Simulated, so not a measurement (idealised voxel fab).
process module | voxel quadruple lines
cross-section cut | 230 nm wide | cells 5 nm
A cross-section is a grid of square cells, given in bands from the top down. A band is one or more rows of cells.
Each band's line starts with the height of the band's top and of its bottom, in nm. Then come its materials from left to right, each with its width in nm. One material with "throughout" fills the band from edge to edge. "air" is empty space.
Height 0 is the level under which the wafer as received is all one material. The lowest band goes on downwards, as in "0 down".
A width such as "30 to 40" changes by the same amount from each row of cells to the next, from the band's top row to its bottom row.
"no change" after a step means that no cell of the cross-section changed.
closed voids: empty space of 8 cells or more with no open way to the top, each as width x height at its distance from the left edge, in nm
after a step's settings: what the simulator itself notes on the step
overlay nm, on a step with a mask: how far to the right of its planned place the mask lay; to the left if negative
plan
1 op RECEIVE | material Si
2 op CONFORMAL_DEP | material SiO2 | thk nm 10
3 op DIRECTIONAL_DEP | material Ru | thk nm 10
4 op DIRECTIONAL_DEP | material polySi | thk nm 20
5 op DIRECTIONAL_DEP | material aC | thk nm 20
6 op PATTERN | tone cover | mask id MANDREL | material resist | width nm 35 | pitch nm 100 | thk nm 30 | overlay nm 0
7 op DIRECTIONAL_ETCH | etch materials aC | depth nm 20
8 op STRIP | etch materials resist
9 op CONFORMAL_DEP | material SiO2 | thk nm 15
10 op DIRECTIONAL_ETCH | etch materials SiO2 | depth nm 15
11 op STRIP | etch materials aC
12 op DIRECTIONAL_ETCH | etch materials polySi | depth nm 20
13 op STRIP | etch materials SiO2
14 op CONFORMAL_DEP | material SiN | thk nm 10
15 op DIRECTIONAL_ETCH | etch materials SiN | depth nm 10
16 op STRIP | etch materials polySi
17 op DIRECTIONAL_ETCH | etch materials Ru | depth nm 10
18 op STRIP | etch materials SiN
first wafer, as planned
as received, after step 1
  0 down: Si throughout
  closed voids: none
after step 2
  10 to 0: SiO2 throughout
  below 0: unchanged
after step 3
  20 to 10: Ru throughout
  below 10: unchanged
after step 4
  40 to 20: polySi throughout
  below 20: unchanged
after step 5
  60 to 40: aC throughout
  below 40: unchanged
after step 6
  90 to 60: air 45 | resist 35 | air 65 | resist 35 | air 50
  below 60: unchanged
after step 7
  70 to 60: air 45 | resist 35 | air 65 | resist 35 | air 50
  60 to 40: air 45 | aC 35 | air 65 | aC 35 | air 50
  below 40: unchanged
after step 8
  60 to 40: air 45 | aC 35 | air 65 | aC 35 | air 50
  below 40: unchanged
after step 9
  75 to 60: air 30 | SiO2 65 | air 35 | SiO2 65 | air 35
  60 to 55: air 30 | SiO2 15 | aC 35 | SiO2 15 | air 35 | SiO2 15 | aC 35 | SiO2 15 | air 35
  55 to 40: SiO2 45 | aC 35 | SiO2 65 | aC 35 | SiO2 50
  below 40: unchanged
after step 10
  60 to 40: air 30 | SiO2 15 | aC 35 | SiO2 15 | air 35 | SiO2 15 | aC 35 | SiO2 15 | air 35
  below 40: unchanged
after step 11
  60 to 40: air 30 | SiO2 15 | air 35 | SiO2 15 | air 35 | SiO2 15 | air 35 | SiO2 15 | air 35
  below 40: unchanged
after step 12
  60 to 40: air 30 | SiO2 15 | air 35 | SiO2 15 | air 35 | SiO2 15 | air 35 | SiO2 15 | air 35
  40 to 20: air 30 | polySi 15 | air 35 | polySi 15 | air 35 | polySi 15 | air 35 | polySi 15 | air 35
  below 20: unchanged
after step 13
  40 to 20: air 30 | polySi 15 | air 35 | polySi 15 | air 35 | polySi 15 | air 35 | polySi 15 | air 35
  below 20: unchanged
after step 14
  50 to 40: air 20 | SiN 35 | air 15 | SiN 35 | air 15 | SiN 35 | air 15 | SiN 35 | air 25
  40 to 30: air 20 | SiN 10 | polySi 15 | SiN 10 | air 15 | SiN 10 | polySi 15 | SiN 10 | air 15 | SiN 10 | polySi 15 | SiN 10 | air 15 | SiN 10 | polySi 15 | SiN 10 | air 25
  30 to 20: SiN 30 | polySi 15 | SiN 35 | polySi 15 | SiN 35 | polySi 15 | SiN 35 | polySi 15 | SiN 35
  below 20: unchanged
after step 15
  40 to 20: air 20 | SiN 10 | polySi 15 | SiN 10 | air 15 | SiN 10 | polySi 15 | SiN 10 | air 15 | SiN 10 | polySi 15 | SiN 10 | air 15 | SiN 10 | polySi 15 | SiN 10 | air 25
  below 20: unchanged
after step 16
  40 to 20: air 20 | SiN 10 | air 15 | SiN 10 | air 15 | SiN 10 | air 15 | SiN 10 | air 15 | SiN 10 | air 15 | SiN 10 | air 15 | SiN 10 | air 15 | SiN 10 | air 25
  below 20: unchanged
after step 17
  40 to 20: air 20 | SiN 10 | air 15 | SiN 10 | air 15 | SiN 10 | air 15 | SiN 10 | air 15 | SiN 10 | air 15 | SiN 10 | air 15 | SiN 10 | air 15 | SiN 10 | air 25
  20 to 10: air 20 | Ru 10 | air 15 | Ru 10 | air 15 | Ru 10 | air 15 | Ru 10 | air 15 | Ru 10 | air 15 | Ru 10 | air 15 | Ru 10 | air 15 | Ru 10 | air 25
  below 10: unchanged
after step 18
  20 to 10: air 20 | Ru 10 | air 15 | Ru 10 | air 15 | Ru 10 | air 15 | Ru 10 | air 15 | Ru 10 | air 15 | Ru 10 | air 15 | Ru 10 | air 15 | Ru 10 | air 25
  below 10: unchanged
second wafer: like start, like plan, one mistake. Through step 1 it matches the first wafer
when step 2 should have ended: no change
when step 3 should have ended
  10 to 0: Ru throughout
  below 0: unchanged
when step 4 should have ended
  30 to 10: polySi throughout
  below 10: unchanged
when step 5 should have ended
  50 to 30: aC throughout
  below 30: unchanged
when step 6 should have ended
  80 to 50: air 45 | resist 35 | air 65 | resist 35 | air 50
  below 50: unchanged
when step 7 should have ended
  60 to 50: air 45 | resist 35 | air 65 | resist 35 | air 50
  50 to 30: air 45 | aC 35 | air 65 | aC 35 | air 50
  below 30: unchanged
when step 8 should have ended
  50 to 30: air 45 | aC 35 | air 65 | aC 35 | air 50
  below 30: unchanged
when step 9 should have ended
  65 to 50: air 30 | SiO2 65 | air 35 | SiO2 65 | air 35
  50 to 45: air 30 | SiO2 15 | aC 35 | SiO2 15 | air 35 | SiO2 15 | aC 35 | SiO2 15 | air 35
  45 to 30: SiO2 45 | aC 35 | SiO2 65 | aC 35 | SiO2 50
  below 30: unchanged
when step 10 should have ended
  50 to 30: air 30 | SiO2 15 | aC 35 | SiO2 15 | air 35 | SiO2 15 | aC 35 | SiO2 15 | air 35
  below 30: unchanged
when step 11 should have ended
  50 to 30: air 30 | SiO2 15 | air 35 | SiO2 15 | air 35 | SiO2 15 | air 35 | SiO2 15 | air 35
  below 30: unchanged
when step 12 should have ended
  50 to 30: air 30 | SiO2 15 | air 35 | SiO2 15 | air 35 | SiO2 15 | air 35 | SiO2 15 | air 35
  30 to 10: air 30 | polySi 15 | air 35 | polySi 15 | air 35 | polySi 15 | air 35 | polySi 15 | air 35
  below 10: unchanged
when step 13 should have ended
  30 to 10: air 30 | polySi 15 | air 35 | polySi 15 | air 35 | polySi 15 | air 35 | polySi 15 | air 35
  below 10: unchanged
when step 14 should have ended
  40 to 30: air 20 | SiN 35 | air 15 | SiN 35 | air 15 | SiN 35 | air 15 | SiN 35 | air 25
  30 to 20: air 20 | SiN 10 | polySi 15 | SiN 10 | air 15 | SiN 10 | polySi 15 | SiN 10 | air 15 | SiN 10 | polySi 15 | SiN 10 | air 15 | SiN 10 | polySi 15 | SiN 10 | air 25
  20 to 10: SiN 30 | polySi 15 | SiN 35 | polySi 15 | SiN 35 | polySi 15 | SiN 35 | polySi 15 | SiN 35
  below 10: unchanged
when step 15 should have ended
  30 to 10: air 20 | SiN 10 | polySi 15 | SiN 10 | air 15 | SiN 10 | polySi 15 | SiN 10 | air 15 | SiN 10 | polySi 15 | SiN 10 | air 15 | SiN 10 | polySi 15 | SiN 10 | air 25
  below 10: unchanged
when step 16 should have ended
  30 to 10: air 20 | SiN 10 | air 15 | SiN 10 | air 15 | SiN 10 | air 15 | SiN 10 | air 15 | SiN 10 | air 15 | SiN 10 | air 15 | SiN 10 | air 15 | SiN 10 | air 25
  below 10: unchanged
when step 17 should have ended
  30 to 10: air 20 | SiN 10 | air 15 | SiN 10 | air 15 | SiN 10 | air 15 | SiN 10 | air 15 | SiN 10 | air 15 | SiN 10 | air 15 | SiN 10 | air 15 | SiN 10 | air 25
  10 to 0: air 20 | Ru 10 | air 15 | Ru 10 | air 15 | Ru 10 | air 15 | Ru 10 | air 15 | Ru 10 | air 15 | Ru 10 | air 15 | Ru 10 | air 15 | Ru 10 | air 25
  below 0: unchanged
when step 18 should have ended
  10 to 0: air 20 | Ru 10 | air 15 | Ru 10 | air 15 | Ru 10 | air 15 | Ru 10 | air 15 | Ru 10 | air 15 | Ru 10 | air 15 | Ru 10 | air 15 | Ru 10 | air 25
  below 0: unchanged
what went wrong: step 2 was left out
at the end the second wafer has, in cells: 92 fewer of SiO2
